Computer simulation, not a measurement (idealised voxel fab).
Herein follows the process module entitled voxel ribs on slabs.
Xsec cut, 290 nm wide, square cell size 5 nm.
Cross-section layout: square cells on a grid; listed as bands, top to bottom; a band spans one or more cell rows. This entry defines a band. It first specifies the height of the band's top and the height of its bottom in nm, and then specifies the band's materials from left to right, stating each material with its width in nm. The word "edge to edge" identifies a single material that fills the band from edge to edge, while the word "blank" identifies empty space. Measure heights from 0. That's the level where, below it, the as-received wafer is all one material. The lowest band is bottomless and extends downward; write it as in "0 -> down". Width: "30->40" (first number = top row, second number = bottom row, same change from row to row of cells). What does "remained the same" mean for a step? It means no cell of the cross-section changed in that step. Listed in "Trapped cavities": every empty space of 8 or more cells without an open way to the top. Form: width x height at distance, the distance being from the left edge, all in nm. Where a step's line continues beyond its settings, the continuation is a remark by the simulator itself on that step. What "overlay nm" on a step's line means: if the step has a mask, that mask lay this far to the right of its planned place, or, when the value is negative, to the left.
# So here's the lineup of process steps we planned
1) RECEIVE (material Si)
2) DIRECTIONAL_DEP (material SiO2; thk nm 20)
3) DIRECTIONAL_DEP (material polySi; thk nm 15)
4) MASKED_ETCH (tone cover; mask id RIB; width nm 25; etch materials polySi; depth nm 5; overlay nm 0)
5) DIRECTIONAL_DEP (material aC; thk nm 10)
6) PATTERN (tone cover; mask id SLAB; material resist; width nm 75; thk nm 25; overlay nm 0)
7) DIRECTIONAL_ETCH (etch materials aC; depth nm 10)
8) STRIP (etch materials resist)
9) DIRECTIONAL_ETCH (etch materials polySi; depth nm 10)
10) STRIP (etch materials aC)
11) FILL_DEP (material SiO2; thk nm 20)
12) CMP (height nm 45)
13) DIRECTIONAL_DEP (material TiN; thk nm 5)
14) DIRECTIONAL_DEP (material aC; thk nm 15)
15) PATTERN (tone cover; mask id HEATER; material resist; width nm 35; thk nm 35; overlay nm 0)
16) DIRECTIONAL_ETCH (etch materials aC; depth nm 15)
17) STRIP (etch materials resist)
18) DIRECTIONAL_ETCH (etch materials TiN; depth nm 5)
19) STRIP (etch materials aC)
20) CONFORMAL_DEP (material SiO2; thk nm 5)
# As-received wafer cross-section (after step 1)
- 0 -> down = Si edge to edge
- Trapped cavities: none
# First of two wafers, end-of-module section, run followed plan
- 55 -> 50 = 120 of blank, then 45 of SiO2, then 125 of blank
- 50 -> 45 = 125 of SiO2, then 35 of TiN, then 130 of SiO2
- 45 -> 35 = SiO2 edge to edge
- 35 -> 30 = 130 of SiO2, then 25 of polySi, then 135 of SiO2
- 30 -> 20 = 105 of SiO2, then 75 of polySi, then 110 of SiO2
- 20 -> 0 = SiO2 edge to edge
- 0 -> down = Si edge to edge
- Trapped cavities: none
# Cross-section of the latter of the two wafers at module completion. It had an identical start and an identical plan to the former; in running it, one mistake was made
- 50 -> 45 = 125 of blank, then 35 of TiN, then 130 of blank
- 45 -> 35 = SiO2 edge to edge
- 35 -> 30 = 130 of SiO2, then 25 of polySi, then 135 of SiO2
- 30 -> 20 = 105 of SiO2, then 75 of polySi, then 110 of SiO2
- 20 -> 0 = SiO2 edge to edge
- 0 -> down = Si edge to edge
- Trapped cavities: none
Which mistake was made when the wafer was run? heads up, step 20 of the plan was skipped and never actually ran
Final difference in cells, second wafer against first, listed per material as more or fewer: -60 SiO2
